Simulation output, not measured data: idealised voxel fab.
Name of the process module below: voxel transistor to metal
Xsec cut, 185 nm wide, square cell size 5 nm.
Throughout this document, each cross-section is represented as a grid of square cells and is presented as a sequence of bands enumerated from the top downward, where a band comprises one or more rows of cells.
The entry gives the band's vertical extent as a top height and a bottom height in nm, then its horizontal make-up as materials from left to right, each with a width in nm. "air" stands for empty space; a single material marked "everywhere" fills the band edge to edge.
All heights in this document are referenced to 0, defined as the level beneath which the wafer, as received, consists entirely of one material. The lowest band is not bounded below; it extends indefinitely downward and is written in the form "0 down".
The expression "30 to 40" gives the width at the extremes of the band, the first number at its top row of cells and the second at its bottom row, with the width changing by equal amounts from each row to the next in between.
Key: "nothing was modified" - step with no changed cell in the cross-section.
You'll see "Unvented internal voids" listing empty spaces that have no way open to the top, as long as they're 8 cells or more; the notation is width x height at distance, where the distance is from the left edge, and all of it is in nm.
Post-settings text on a step line: simulator's own remark regarding the step.
overlay nm: mask offset rightward from planned place, masked step; negative means leftward offset.
The remainder of this document consists of a sequence of paired cross-sections. Each pair presents the cross-section prior to one process step together with the cross-section following it, the latter being rendered only as deep as the lowest band that underwent change. The intervening step, together with its settings, is stated beneath each pair. Because the pairs may originate from different runs of this module on the same starting wafer, a given pair is to be read as continuing from the preceding pair only where its entry headed "Before-step section" so indicates.

Before-step section:
- 45 to 40 = 65 of air, 10 of SiN, 5 of air, 25 of SiCN, 5 of air, 10 of SiN, 65 of air
- 40 to 30 = 65 of air, 10 of SiN, 5 of SiO2, 25 of SiCN, 5 of SiO2, 10 of SiN, 65 of air
- 30 to 10 = 65 of air, 10 of SiN, 5 of SiO2, 25 of polySi, 5 of SiO2, 10 of SiN, 65 of air
- 10 to 0 = 50 of air, 15 of pSi, 10 of SiN, 5 of SiO2, 25 of polySi, 5 of SiO2, 10 of SiN, 15 of pSi, 50 of air
- 0 to -5 = 50 of air, 15 of pSi, 55 of SiO2, 15 of pSi, 50 of air
- -5 to -20 = 35 of SiO2, 30 of pSi, 55 of Si, 30 of pSi, 35 of SiO2
- -20 down = Si everywhere
- Unvented internal voids: none

Section, Post-Step:
- 45 to 40 = 65 of air, 10 of SiN, 5 of air, 25 of SiCN, 5 of air, 10 of SiN, 65 of air
- 40 to 30 = 65 of air, 10 of SiN, 5 of SiO2, 25 of SiCN, 5 of SiO2, 10 of SiN, 65 of air
- 30 to 25 = 65 of air, 10 of SiN, 5 of SiO2, 25 of polySi, 5 of SiO2, 10 of SiN, 65 of air
- 25 to 10 = 35 of air, 30 of pSi, 10 of SiN, 5 of SiO2, 25 of polySi, 5 of SiO2, 10 of SiN, 30 of pSi, 35 of air
- 10 to 0 = 20 of air, 45 of pSi, 10 of SiN, 5 of SiO2, 25 of polySi, 5 of SiO2, 10 of SiN, 45 of pSi, 20 of air
- 0 to -5 = 20 of air, 45 of pSi, 55 of SiO2, 45 of pSi, 20 of air
- Everything below -5 is unchanged.
- Unvented internal voids: none
Step, pre vs post cross-sections above: EPI with material pSi, thk nm 15

Before-step section: the pre-step structure is the one depicted after the step in the pair just above.

Section, Post-Step:
- 50 to 45 = SiO2 everywhere
- 45 to 30 = 65 of SiO2, 10 of SiN, 5 of SiO2, 25 of SiCN, 5 of SiO2, 10 of SiN, 65 of SiO2
- 30 to 25 = 65 of SiO2, 10 of SiN, 5 of SiO2, 25 of polySi, 5 of SiO2, 10 of SiN, 65 of SiO2
- 25 to 10 = 35 of SiO2, 30 of pSi, 10 of SiN, 5 of SiO2, 25 of polySi, 5 of SiO2, 10 of SiN, 30 of pSi, 35 of SiO2
- 10 to 0 = 20 of SiO2, 45 of pSi, 10 of SiN, 5 of SiO2, 25 of polySi, 5 of SiO2, 10 of SiN, 45 of pSi, 20 of SiO2
- 0 to -5 = 20 of SiO2, 45 of pSi, 55 of SiO2, 45 of pSi, 20 of SiO2
- Everything below -5 is unchanged.
- Unvented internal voids: none
Step, pre vs post cross-sections above: FILL_DEP with material SiO2, thk nm 5

Before-step section: the pre-step structure is the one depicted after the step in the pair just above.

Section, Post-Step:
- 30 to 25 = 65 of SiO2, 10 of SiN, 5 of SiO2, 25 of polySi, 5 of SiO2, 10 of SiN, 65 of SiO2
- Everything below 25 is unchanged.
- Unvented internal voids: none
Step, pre vs post cross-sections above: CMP with height nm 30

Before-step section: the pre-step structure is the one depicted after the step in the pair just above.

Section, Post-Step:
- 30 to 25 = 65 of SiO2, 10 of SiN, 5 of SiO2, 25 of air, 5 of SiO2, 10 of SiN, 65 of SiO2
- 25 to 10 = 35 of SiO2, 30 of pSi, 10 of SiN, 5 of SiO2, 25 of air, 5 of SiO2, 10 of SiN, 30 of pSi, 35 of SiO2
- 10 to 0 = 20 of SiO2, 45 of pSi, 10 of SiN, 5 of SiO2, 25 of air, 5 of SiO2, 10 of SiN, 45 of pSi, 20 of SiO2
- Everything below 0 is unchanged.
- Unvented internal voids: none
Step, pre vs post cross-sections above: STRIP with etch materials polySi

Before-step section: the pre-step structure is the one depicted after the step in the pair just above.

Section, Post-Step:
- 30 to 25 = 65 of air, 10 of SiN, 35 of air, 10 of SiN, 65 of air
- 25 to 10 = 35 of SiO2, 30 of pSi, 10 of SiN, 35 of air, 10 of SiN, 30 of pSi, 35 of SiO2
- 10 to 0 = 20 of SiO2, 45 of pSi, 10 of SiN, 35 of air, 10 of SiN, 45 of pSi, 20 of SiO2
- 0 to -5 = 20 of SiO2, 45 of pSi, 10 of SiO2, 35 of air, 10 of SiO2, 45 of pSi, 20 of SiO2
- Everything below -5 is unchanged.
- Unvented internal voids: none
Step, pre vs post cross-sections above: SELECTIVE_ETCH with etch materials SiO2, depth nm 5

Before-step section: the pre-step structure is the one depicted after the step in the pair just above.

Section, Post-Step:
- 35 to 30 = 60 of air, 20 of HfO2, 25 of air, 20 of HfO2, 60 of air
- 30 to 25 = 65 of HfO2, 10 of SiN, 5 of HfO2, 25 of air, 5 of HfO2, 10 of SiN, 65 of HfO2
- 25 to 10 = 35 of SiO2, 30 of pSi, 10 of SiN, 5 of HfO2, 25 of air, 5 of HfO2, 10 of SiN, 30 of pSi, 35 of SiO2
- 10 to 0 = 20 of SiO2, 45 of pSi, 10 of SiN, 5 of HfO2, 25 of air, 5 of HfO2, 10 of SiN, 45 of pSi, 20 of SiO2
- 0 to -5 = 20 of SiO2, 45 of pSi, 10 of SiO2, 35 of HfO2, 10 of SiO2, 45 of pSi, 20 of SiO2
- Everything below -5 is unchanged.
- Unvented internal voids: none
Step, pre vs post cross-sections above: CONFORMAL_DEP with material HfO2, thk nm 5

Before-step section: the pre-step structure is the one depicted after the step in the pair just above.

Section, Post-Step:
- 40 to 35 = 55 of air, 30 of TiN, 15 of air, 30 of TiN, 55 of air
- 35 to 30 = 60 of TiN, 20 of HfO2, 5 of TiN, 15 of air, 5 of TiN, 20 of HfO2, 60 of TiN
- 30 to 25 = 65 of HfO2, 10 of SiN, 5 of HfO2, 5 of TiN, 15 of air, 5 of TiN, 5 of HfO2, 10 of SiN, 65 of HfO2
- 25 to 10 = 35 of SiO2, 30 of pSi, 10 of SiN, 5 of HfO2, 5 of TiN, 15 of air, 5 of TiN, 5 of HfO2, 10 of SiN, 30 of pSi, 35 of SiO2
- 10 to 5 = 20 of SiO2, 45 of pSi, 10 of SiN, 5 of HfO2, 5 of TiN, 15 of air, 5 of TiN, 5 of HfO2, 10 of SiN, 45 of pSi, 20 of SiO2
- 5 to 0 = 20 of SiO2, 45 of pSi, 10 of SiN, 5 of HfO2, 25 of TiN, 5 of HfO2, 10 of SiN, 45 of pSi, 20 of SiO2
- Everything below 0 is unchanged.
- Unvented internal voids: none
Step, pre vs post cross-sections above: CONFORMAL_DEP with material TiN, thk nm 5

Before-step section: the pre-step structure is the one depicted after the step in the pair just above.

Section, Post-Step:
- 45 to 40 = W everywhere
- 40 to 35 = 55 of W, 30 of TiN, 15 of W, 30 of TiN, 55 of W
- 35 to 30 = 60 of TiN, 20 of HfO2, 5 of TiN, 15 of W, 5 of TiN, 20 of HfO2, 60 of TiN
- 30 to 25 = 65 of HfO2, 10 of SiN, 5 of HfO2, 5 of TiN, 15 of W, 5 of TiN, 5 of HfO2, 10 of SiN, 65 of HfO2
- 25 to 10 = 35 of SiO2, 30 of pSi, 10 of SiN, 5 of HfO2, 5 of TiN, 15 of W, 5 of TiN, 5 of HfO2, 10 of SiN, 30 of pSi, 35 of SiO2
- 10 to 5 = 20 of SiO2, 45 of pSi, 10 of SiN, 5 of HfO2, 5 of TiN, 15 of W, 5 of TiN, 5 of HfO2, 10 of SiN, 45 of pSi, 20 of SiO2
- Everything below 5 is unchanged.
- Unvented internal voids: none
Step, pre vs post cross-sections above: FILL_DEP with material W, thk nm 5

Before-step section: the pre-step structure is the one depicted after the step in the pair just above.

Section, Post-Step:
- 25 to 10 = 35 of SiO2, 30 of pSi, 10 of SiN, 5 of HfO2, 5 of TiN, 15 of W, 5 of TiN, 5 of HfO2, 10 of SiN, 30 of pSi, 35 of SiO2
- Everything below 10 is unchanged.
- Unvented internal voids: none
Step, pre vs post cross-sections above: CMP with height nm 25

Before-step section: the pre-step structure is the one depicted after the step in the pair just above.

Section, Post-Step:
- 35 to 25 = SiO2 everywhere
- Everything below 25 is unchanged.
- Unvented internal voids: none
Step, pre vs post cross-sections above: DIRECTIONAL_DEP with material SiO2, thk nm 10

Before-step section: the pre-step structure is the one depicted after the step in the pair just above.

Section, Post-Step:
- 35 to 25 = 45 of SiO2, 15 of air, 65 of SiO2, 15 of air, 45 of SiO2
- Everything below 25 is unchanged.
- Unvented internal voids: none
Step, pre vs post cross-sections above: MASKED_ETCH with tone open, mask id CONTACT, width nm 15, pitch nm 80, etch materials SiO2, depth nm 40, overlay nm 0

Before-step section: the pre-step structure is the one depicted after the step in the pair just above.

Section, Post-Step:
- 40 to 35 = 50 of TiN, 5 of air, 75 of TiN, 5 of air, 50 of TiN
- 35 to 30 = 45 of SiO2, 5 of TiN, 5 of air, 5 of TiN, 65 of SiO2, 5 of TiN, 5 of air, 5 of TiN, 45 of SiO2
- 30 to 25 = 45 of SiO2, 15 of TiN, 65 of SiO2, 15 of TiN, 45 of SiO2
- Everything below 25 is unchanged.
- Unvented internal voids: none
Step, pre vs post cross-sections above: CONFORMAL_DEP with material TiN, thk nm 5

Before-step section: the pre-step structure is the one depicted after the step in the pair just above.

Section, Post-Step:
- 50 to 40 = Ru everywhere
- 40 to 35 = 50 of TiN, 5 of Ru, 75 of TiN, 5 of Ru, 50 of TiN
- 35 to 30 = 45 of SiO2, 5 of TiN, 5 of Ru, 5 of TiN, 65 of SiO2, 5 of TiN, 5 of Ru, 5 of TiN, 45 of SiO2
- Everything below 30 is unchanged.
- Unvented internal voids: none
Step, pre vs post cross-sections above: FILL_DEP with material Ru, thk nm 10

Before-step section: the pre-step structure is the one depicted after the step in the pair just above.

Section, Post-Step:
- 35 to 30 = 45 of SiO2, 5 of TiN, 5 of Ru, 5 of TiN, 65 of SiO2, 5 of TiN, 5 of Ru, 5 of TiN, 45 of SiO2
- Everything below 30 is unchanged.
- Unvented internal voids: none
Step, pre vs post cross-sections above: CMP with height nm 35

Before-step section: the pre-step structure is the one depicted after the step in the pair just above.

Section, Post-Step:
- 40 to 35 = SiCN everywhere
- Everything below 35 is unchanged.
- Unvented internal voids: none
Step, pre vs post cross-sections above: CONFORMAL_DEP with material SiCN, thk nm 5

Before-step section: the pre-step structure is the one depicted after the step in the pair just above.

Section, Post-Step:
- 55 to 40 = SiO2 everywhere
- Everything below 40 is unchanged.
- Unvented internal voids: none
Step, pre vs post cross-sections above: DIRECTIONAL_DEP with material SiO2, thk nm 15

Before-step section: the pre-step structure is the one depicted after the step in the pair just above.

Section, Post-Step:
- 75 to 55 = 45 of resist, 15 of air, 65 of resist, 15 of air, 45 of resist
- Everything below 55 is unchanged.
- Unvented internal voids: none
Step, pre vs post cross-sections above: PATTERN with tone open, mask id METAL_1, material resist, width nm 15, pitch nm 80, thk nm 20, overlay nm 0

Before-step section: the pre-step structure is the one depicted after the step in the pair just above.

Section, Post-Step:
- 75 to 55 = 45 of resist, 15 of air, 65 of resist, 15 of air, 45 of resist
- 55 to 40 = 45 of SiO2, 15 of air, 65 of SiO2, 15 of air, 45 of SiO2
- Everything below 40 is unchanged.
- Unvented internal voids: none
Step, pre vs post cross-sections above: DIRECTIONAL_ETCH with etch materials SiO2, depth nm 15

Before-step section: the pre-step structure is the one depicted after the step in the pair just above.

Section, Post-Step:
- 75 to 55 = 45 of resist, 15 of air, 65 of resist, 15 of air, 45 of resist
- 55 to 40 = 45 of SiO2, 15 of air, 65 of SiO2, 15 of air, 45 of SiO2
- 40 to 35 = 45 of SiCN, 15 of air, 65 of SiCN, 15 of air, 45 of SiCN
- Everything below 35 is unchanged.
- Unvented internal voids: none
Step, pre vs post cross-sections above: DIRECTIONAL_ETCH with etch materials SiCN, depth nm 5

Before-step section: the pre-step structure is the one depicted after the step in the pair just above.

Section, Post-Step:
- 55 to 40 = 45 of SiO2, 15 of air, 65 of SiO2, 15 of air, 45 of SiO2
- Everything below 40 is unchanged.
- Unvented internal voids: none
Step, pre vs post cross-sections above: STRIP with etch materials resist

Before-step section: the pre-step structure is the one depicted after the step in the pair just above.

Section, Post-Step:
- 60 to 55 = 50 of TiN, 5 of air, 75 of TiN, 5 of air, 50 of TiN
- 55 to 40 = 45 of SiO2, 5 of TiN, 5 of air, 5 of TiN, 65 of SiO2, 5 of TiN, 5 of air, 5 of TiN, 45 of SiO2
- 40 to 35 = 45 of SiCN, 15 of TiN, 65 of SiCN, 15 of TiN, 45 of SiCN
- Everything below 35 is unchanged.
- Unvented internal voids: none
Step, pre vs post cross-sections above: CONFORMAL_DEP with material TiN, thk nm 5

Before-step section: the pre-step structure is the one depicted after the step in the pair just above.

Section, Post-Step:
- 65 to 60 = Cu everywhere
- 60 to 55 = 50 of TiN, 5 of Cu, 75 of TiN, 5 of Cu, 50 of TiN
- 55 to 40 = 45 of SiO2, 5 of TiN, 5 of Cu, 5 of TiN, 65 of SiO2, 5 of TiN, 5 of Cu, 5 of TiN, 45 of SiO2
- Everything below 40 is unchanged.
- Unvented internal voids: none
Step, pre vs post cross-sections above: FILL_DEP with material Cu, thk nm 5

Before-step section: the pre-step structure is the one depicted after the step in the pair just above.

Section, Post-Step:
- 55 to 40 = 45 of SiO2, 5 of TiN, 5 of Cu, 5 of TiN, 65 of SiO2, 5 of TiN, 5 of Cu, 5 of TiN, 45 of SiO2
- Everything below 40 is unchanged.
- Unvented internal voids: none
Step, pre vs post cross-sections above: CMP with height nm 55

Before-step section: the pre-step structure is the one depicted after the step in the pair just above.

Section, Post-Step:
- 60 to 55 = SiN everywhere
- Everything below 55 is unchanged.
- Unvented internal voids: none
Step, pre vs post cross-sections above: CONFORMAL_DEP with material SiN, thk nm 5

Before-step section:
- 30 to 25 = 65 of air, 10 of SiN, 35 of air, 10 of SiN, 65 of air
- 25 to 10 = 65 of SiO2, 10 of SiN, 35 of air, 10 of SiN, 65 of SiO2
- 10 to 0 = 50 of SiO2, 15 of pSi, 10 of SiN, 35 of air, 10 of SiN, 15 of pSi, 50 of SiO2
- 0 to -5 = 50 of SiO2, 15 of pSi, 10 of SiO2, 35 of air, 10 of SiO2, 15 of pSi, 50 of SiO2
- -5 to -20 = 35 of SiO2, 30 of pSi, 55 of Si, 30 of pSi, 35 of SiO2
- -20 down = Si everywhere
- Unvented internal voids: none

Section, Post-Step:
- 35 to 30 = 60 of air, 20 of TiN, 25 of air, 20 of TiN, 60 of air
- 30 to 25 = 65 of TiN, 10 of SiN, 5 of TiN, 25 of air, 5 of TiN, 10 of SiN, 65 of TiN
- 25 to 10 = 65 of SiO2, 10 of SiN, 5 of TiN, 25 of air, 5 of TiN, 10 of SiN, 65 of SiO2
- 10 to 0 = 50 of SiO2, 15 of pSi, 10 of SiN, 5 of TiN, 25 of air, 5 of TiN, 10 of SiN, 15 of pSi, 50 of SiO2
- 0 to -5 = 50 of SiO2, 15 of pSi, 10 of SiO2, 35 of TiN, 10 of SiO2, 15 of pSi, 50 of SiO2
- Everything below -5 is unchanged.
- Unvented internal voids: none
Step, pre vs post cross-sections above: CONFORMAL_DEP with material TiN, thk nm 5

Before-step section: the pre-step structure is the one depicted after the step in the pair just above.

Section, Post-Step:
- 40 to 35 = 55 of air, 30 of HfO2, 15 of air, 30 of HfO2, 55 of air
- 35 to 30 = 60 of HfO2, 20 of TiN, 5 of HfO2, 15 of air, 5 of HfO2, 20 of TiN, 60 of HfO2
- 30 to 25 = 65 of TiN, 10 of SiN, 5 of TiN, 5 of HfO2, 15 of air, 5 of HfO2, 5 of TiN, 10 of SiN, 65 of TiN
- 25 to 10 = 65 of SiO2, 10 of SiN, 5 of TiN, 5 of HfO2, 15 of air, 5 of HfO2, 5 of TiN, 10 of SiN, 65 of SiO2
- 10 to 5 = 50 of SiO2, 15 of pSi, 10 of SiN, 5 of TiN, 5 of HfO2, 15 of air, 5 of HfO2, 5 of TiN, 10 of SiN, 15 of pSi, 50 of SiO2
- 5 to 0 = 50 of SiO2, 15 of pSi, 10 of SiN, 5 of TiN, 25 of HfO2, 5 of TiN, 10 of SiN, 15 of pSi, 50 of SiO2
- Everything below 0 is unchanged.
- Unvented internal voids: none
Step, pre vs post cross-sections above: CONFORMAL_DEP with material HfO2, thk nm 5

Before-step section: the pre-step structure is the one depicted after the step in the pair just above.

Section, Post-Step:
- 45 to 40 = W everywhere
- 40 to 35 = 55 of W, 30 of HfO2, 15 of W, 30 of HfO2, 55 of W
- 35 to 30 = 60 of HfO2, 20 of TiN, 5 of HfO2, 15 of W, 5 of HfO2, 20 of TiN, 60 of HfO2
- 30 to 25 = 65 of TiN, 10 of SiN, 5 of TiN, 5 of HfO2, 15 of W, 5 of HfO2, 5 of TiN, 10 of SiN, 65 of TiN
- 25 to 10 = 65 of SiO2, 10 of SiN, 5 of TiN, 5 of HfO2, 15 of W, 5 of HfO2, 5 of TiN, 10 of SiN, 65 of SiO2
- 10 to 5 = 50 of SiO2, 15 of pSi, 10 of SiN, 5 of TiN, 5 of HfO2, 15 of W, 5 of HfO2, 5 of TiN, 10 of SiN, 15 of pSi, 50 of SiO2
- Everything below 5 is unchanged.
- Unvented internal voids: none
Step, pre vs post cross-sections above: FILL_DEP with material W, thk nm 5

Before-step section: the pre-step structure is the one depicted after the step in the pair just above.

Section, Post-Step:
- 25 to 10 = 65 of SiO2, 10 of SiN, 5 of TiN, 5 of HfO2, 15 of W, 5 of HfO2, 5 of TiN, 10 of SiN, 65 of SiO2
- Everything below 10 is unchanged.
- Unvented internal voids: none
Step, pre vs post cross-sections above: CMP with height nm 25

Before-step section: the pre-step structure is the one depicted after the step in the pair just above.

Section, Post-Step:
- 35 to 25 = SiO2 everywhere
- Everything below 25 is unchanged.
- Unvented internal voids: none
Step, pre vs post cross-sections above: DIRECTIONAL_DEP with material SiO2, thk nm 10

Before-step section: the pre-step structure is the one depicted after the step in the pair just above.

Section, Post-Step:
- 35 to 25 = 45 of SiO2, 15 of air, 65 of SiO2, 15 of air, 45 of SiO2
- 25 to 10 = 45 of SiO2, 15 of air, 5 of SiO2, 10 of SiN, 5 of TiN, 5 of HfO2, 15 of W, 5 of HfO2, 5 of TiN, 10 of SiN, 5 of SiO2, 15 of air, 45 of SiO2
- 10 to 5 = 45 of SiO2, 5 of air, 15 of pSi, 10 of SiN, 5 of TiN, 5 of HfO2, 15 of W, 5 of HfO2, 5 of TiN, 10 of SiN, 15 of pSi, 5 of air, 45 of SiO2
- 5 to 0 = 45 of SiO2, 5 of air, 15 of pSi, 10 of SiN, 5 of TiN, 25 of HfO2, 5 of TiN, 10 of SiN, 15 of pSi, 5 of air, 45 of SiO2
- 0 to -5 = 45 of SiO2, 5 of air, 15 of pSi, 10 of SiO2, 35 of TiN, 10 of SiO2, 15 of pSi, 5 of air, 45 of SiO2
- Everything below -5 is unchanged.
- Unvented internal voids: none
Step, pre vs post cross-sections above: MASKED_ETCH with tone open, mask id CONTACT, width nm 15, pitch nm 80, etch materials SiO2, depth nm 40, overlay nm 0

Before-step section: the pre-step structure is the one depicted after the step in the pair just above.

Section, Post-Step:
- 40 to 35 = 50 of TiN, 5 of air, 75 of TiN, 5 of air, 50 of TiN
- 35 to 25 = 45 of SiO2, 5 of TiN, 5 of air, 5 of TiN, 65 of SiO2, 5 of TiN, 5 of air, 5 of TiN, 45 of SiO2
- 25 to 15 = 45 of SiO2, 5 of TiN, 5 of air, 5 of TiN, 5 of SiO2, 10 of SiN, 5 of TiN, 5 of HfO2, 15 of W, 5 of HfO2, 5 of TiN, 10 of SiN, 5 of SiO2, 5 of TiN, 5 of air, 5 of TiN, 45 of SiO2
- 15 to 10 = 45 of SiO2, 15 of TiN, 5 of SiO2, 10 of SiN, 5 of TiN, 5 of HfO2, 15 of W, 5 of HfO2, 5 of TiN, 10 of SiN, 5 of SiO2, 15 of TiN, 45 of SiO2
- 10 to 5 = 45 of SiO2, 5 of TiN, 15 of pSi, 10 of SiN, 5 of TiN, 5 of HfO2, 15 of W, 5 of HfO2, 5 of TiN, 10 of SiN, 15 of pSi, 5 of TiN, 45 of SiO2
- 5 to 0 = 45 of SiO2, 5 of TiN, 15 of pSi, 10 of SiN, 5 of TiN, 25 of HfO2, 5 of TiN, 10 of SiN, 15 of pSi, 5 of TiN, 45 of SiO2
- 0 to -5 = 45 of SiO2, 5 of TiN, 15 of pSi, 10 of SiO2, 35 of TiN, 10 of SiO2, 15 of pSi, 5 of TiN, 45 of SiO2
- Everything below -5 is unchanged.
- Unvented internal voids: none
Step, pre vs post cross-sections above: CONFORMAL_DEP with material TiN, thk nm 5

Before-step section: the pre-step structure is the one depicted after the step in the pair just above.

Section, Post-Step:
- 50 to 40 = Ru everywhere
- 40 to 35 = 50 of TiN, 5 of Ru, 75 of TiN, 5 of Ru, 50 of TiN
- 35 to 25 = 45 of SiO2, 5 of TiN, 5 of Ru, 5 of TiN, 65 of SiO2, 5 of TiN, 5 of Ru, 5 of TiN, 45 of SiO2
- 25 to 15 = 45 of SiO2, 5 of TiN, 5 of Ru, 5 of TiN, 5 of SiO2, 10 of SiN, 5 of TiN, 5 of HfO2, 15 of W, 5 of HfO2, 5 of TiN, 10 of SiN, 5 of SiO2, 5 of TiN, 5 of Ru, 5 of TiN, 45 of SiO2
- Everything below 15 is unchanged.
- Unvented internal voids: none
Step, pre vs post cross-sections above: FILL_DEP with material Ru, thk nm 10

Before-step section: the pre-step structure is the one depicted after the step in the pair just above.

Section, Post-Step:
- 35 to 25 = 45 of SiO2, 5 of TiN, 5 of Ru, 5 of TiN, 65 of SiO2, 5 of TiN, 5 of Ru, 5 of TiN, 45 of SiO2
- Everything below 25 is unchanged.
- Unvented internal voids: none
Step, pre vs post cross-sections above: CMP with height nm 35

Before-step section: the pre-step structure is the one depicted after the step in the pair just above.

Section, Post-Step:
- 40 to 35 = SiCN everywhere
- Everything below 35 is unchanged.
- Unvented internal voids: none
Step, pre vs post cross-sections above: CONFORMAL_DEP with material SiCN, thk nm 5

Before-step section: the pre-step structure is the one depicted after the step in the pair just above.

Section, Post-Step:
- 55 to 40 = SiO2 everywhere
- Everything below 40 is unchanged.
- Unvented internal voids: none
Step, pre vs post cross-sections above: DIRECTIONAL_DEP with material SiO2, thk nm 15

Before-step section: the pre-step structure is the one depicted after the step in the pair just above.

Section, Post-Step:
- 75 to 55 = 45 of resist, 15 of air, 65 of resist, 15 of air, 45 of resist
- Everything below 55 is unchanged.
- Unvented internal voids: none
Step, pre vs post cross-sections above: PATTERN with tone open, mask id METAL_1, material resist, width nm 15, pitch nm 80, thk nm 20, overlay nm 0

Before-step section: the pre-step structure is the one depicted after the step in the pair just above.

Section, Post-Step:
- 75 to 55 = 45 of resist, 15 of air, 65 of resist, 15 of air, 45 of resist
- 55 to 40 = 45 of SiO2, 15 of air, 65 of SiO2, 15 of air, 45 of SiO2
- Everything below 40 is unchanged.
- Unvented internal voids: none
Step, pre vs post cross-sections above: DIRECTIONAL_ETCH with etch materials SiO2, depth nm 15

Before-step section: the pre-step structure is the one depicted after the step in the pair just above.

Section, Post-Step:
- 75 to 55 = 45 of resist, 15 of air, 65 of resist, 15 of air, 45 of resist
- 55 to 40 = 45 of SiO2, 15 of air, 65 of SiO2, 15 of air, 45 of SiO2
- 40 to 35 = 45 of SiCN, 15 of air, 65 of SiCN, 15 of air, 45 of SiCN
- Everything below 35 is unchanged.
- Unvented internal voids: none
Step, pre vs post cross-sections above: DIRECTIONAL_ETCH with etch materials SiCN, depth nm 5

Before-step section: the pre-step structure is the one depicted after the step in the pair just above.

Section, Post-Step:
- 55 to 40 = 45 of SiO2, 15 of air, 65 of SiO2, 15 of air, 45 of SiO2
- Everything below 40 is unchanged.
- Unvented internal voids: none
Step, pre vs post cross-sections above: STRIP with etch materials resist

Before-step section: the pre-step structure is the one depicted after the step in the pair just above.

Section, Post-Step:
- 60 to 55 = 50 of TiN, 5 of air, 75 of TiN, 5 of air, 50 of TiN
- 55 to 40 = 45 of SiO2, 5 of TiN, 5 of air, 5 of TiN, 65 of SiO2, 5 of TiN, 5 of air, 5 of TiN, 45 of SiO2
- 40 to 35 = 45 of SiCN, 15 of TiN, 65 of SiCN, 15 of TiN, 45 of SiCN
- Everything below 35 is unchanged.
- Unvented internal voids: none
Step, pre vs post cross-sections above: CONFORMAL_DEP with material TiN, thk nm 5

Before-step section: the pre-step structure is the one depicted after the step in the pair just above.

Section, Post-Step:
- 65 to 60 = Cu everywhere
- 60 to 55 = 50 of TiN, 5 of Cu, 75 of TiN, 5 of Cu, 50 of TiN
- 55 to 40 = 45 of SiO2, 5 of TiN, 5 of Cu, 5 of TiN, 65 of SiO2, 5 of TiN, 5 of Cu, 5 of TiN, 45 of SiO2
- Everything below 40 is unchanged.
- Unvented internal voids: none
Step, pre vs post cross-sections above: FILL_DEP with material Cu, thk nm 5

Before-step section: the pre-step structure is the one depicted after the step in the pair just above.

Section, Post-Step:
- 55 to 40 = 45 of SiO2, 5 of TiN, 5 of Cu, 5 of TiN, 65 of SiO2, 5 of TiN, 5 of Cu, 5 of TiN, 45 of SiO2
- Everything below 40 is unchanged.
- Unvented internal voids: none
Step, pre vs post cross-sections above: CMP with height nm 55

Before-step section: the pre-step structure is the one depicted after the step in the pair just above.

Section, Post-Step:
- 60 to 55 = SiN everywhere
- Everything below 55 is unchanged.
- Unvented internal voids: none
Step, pre vs post cross-sections above: CONFORMAL_DEP with material SiN, thk nm 5

Before-step section:
- 0 to -20 = 35 of SiO2, 115 of Si, 35 of SiO2
- -20 down = Si everywhere
- Unvented internal voids: none

Section, Post-Step:
- 0 to -15 = SiO2 everywhere
- Everything below -15 is unchanged.
- Unvented internal voids: none
Step, pre vs post cross-sections above: OXIDIZE with depth nm 15

Before-step section: the pre-step structure is the one depicted after the step in the pair just above.

Section, Post-Step:
- 30 to 0 = polySi everywhere
- Everything below 0 is unchanged.
- Unvented internal voids: none
Step, pre vs post cross-sections above: DIRECTIONAL_DEP with material polySi, thk nm 30

Before-step section: the pre-step structure is the one depicted after the step in the pair just above.

Section, Post-Step:
- 45 to 30 = SiCN everywhere
- Everything below 30 is unchanged.
- Unvented internal voids: none
Step, pre vs post cross-sections above: DIRECTIONAL_DEP with material SiCN, thk nm 15

Before-step section: the pre-step structure is the one depicted after the step in the pair just above.

Section, Post-Step:
- 45 to 30 = 80 of air, 25 of SiCN, 80 of air
- Everything below 30 is unchanged.
- Unvented internal voids: none
Step, pre vs post cross-sections above: MASKED_ETCH with tone cover, mask id GATE, width nm 25, etch materials SiCN, depth nm 25, overlay nm 0

Before-step section: the pre-step structure is the one depicted after the step in the pair just above.

Section, Post-Step:
- 45 to 30 = 80 of air, 25 of SiCN, 80 of air
- 30 to 0 = 80 of air, 25 of polySi, 80 of air
- Everything below 0 is unchanged.
- Unvented internal voids: none
Step, pre vs post cross-sections above: MASKED_ETCH with tone cover, mask id GATE, width nm 25, etch materials polySi, depth nm 40, overlay nm 0

Before-step section: the pre-step structure is the one depicted after the step in the pair just above.

Section, Post-Step:
- 50 to 45 = 75 of air, 35 of SiO2, 75 of air
- 45 to 30 = 75 of air, 5 of SiO2, 25 of SiCN, 5 of SiO2, 75 of air
- 30 to 5 = 75 of air, 5 of SiO2, 25 of polySi, 5 of SiO2, 75 of air
- 5 to 0 = 80 of SiO2, 25 of polySi, 80 of SiO2
- Everything below 0 is unchanged.
- Unvented internal voids: none
Step, pre vs post cross-sections above: CONFORMAL_DEP with material SiO2, thk nm 5

Before-step section: the pre-step structure is the one depicted after the step in the pair just above.

Section, Post-Step:
- 45 to 30 = 75 of air, 5 of SiO2, 25 of SiCN, 5 of SiO2, 75 of air
- 30 to 0 = 75 of air, 5 of SiO2, 25 of polySi, 5 of SiO2, 75 of air
- Everything below 0 is unchanged.
- Unvented internal voids: none
Step, pre vs post cross-sections above: DIRECTIONAL_ETCH with etch materials SiO2, depth nm 5

Before-step section: the pre-step structure is the one depicted after the step in the pair just above.

Section, Post-Step:
- 55 to 45 = 65 of air, 55 of SiN, 65 of air
- 45 to 30 = 65 of air, 10 of SiN, 5 of SiO2, 25 of SiCN, 5 of SiO2, 10 of SiN, 65 of air
- 30 to 10 = 65 of air, 10 of SiN, 5 of SiO2, 25 of polySi, 5 of SiO2, 10 of SiN, 65 of air
- 10 to 0 = 75 of SiN, 5 of SiO2, 25 of polySi, 5 of SiO2, 75 of SiN
- Everything below 0 is unchanged.
- Unvented internal voids: none
Step, pre vs post cross-sections above: CONFORMAL_DEP with material SiN, thk nm 10

Before-step section: the pre-step structure is the one depicted after the step in the pair just above.

Section, Post-Step:
- 45 to 30 = 65 of air, 10 of SiN, 5 of SiO2, 25 of SiCN, 5 of SiO2, 10 of SiN, 65 of air
- 30 to 0 = 65 of air, 10 of SiN, 5 of SiO2, 25 of polySi, 5 of SiO2, 10 of SiN, 65 of air
- Everything below 0 is unchanged.
- Unvented internal voids: none
Step, pre vs post cross-sections above: DIRECTIONAL_ETCH with etch materials SiN, depth nm 10
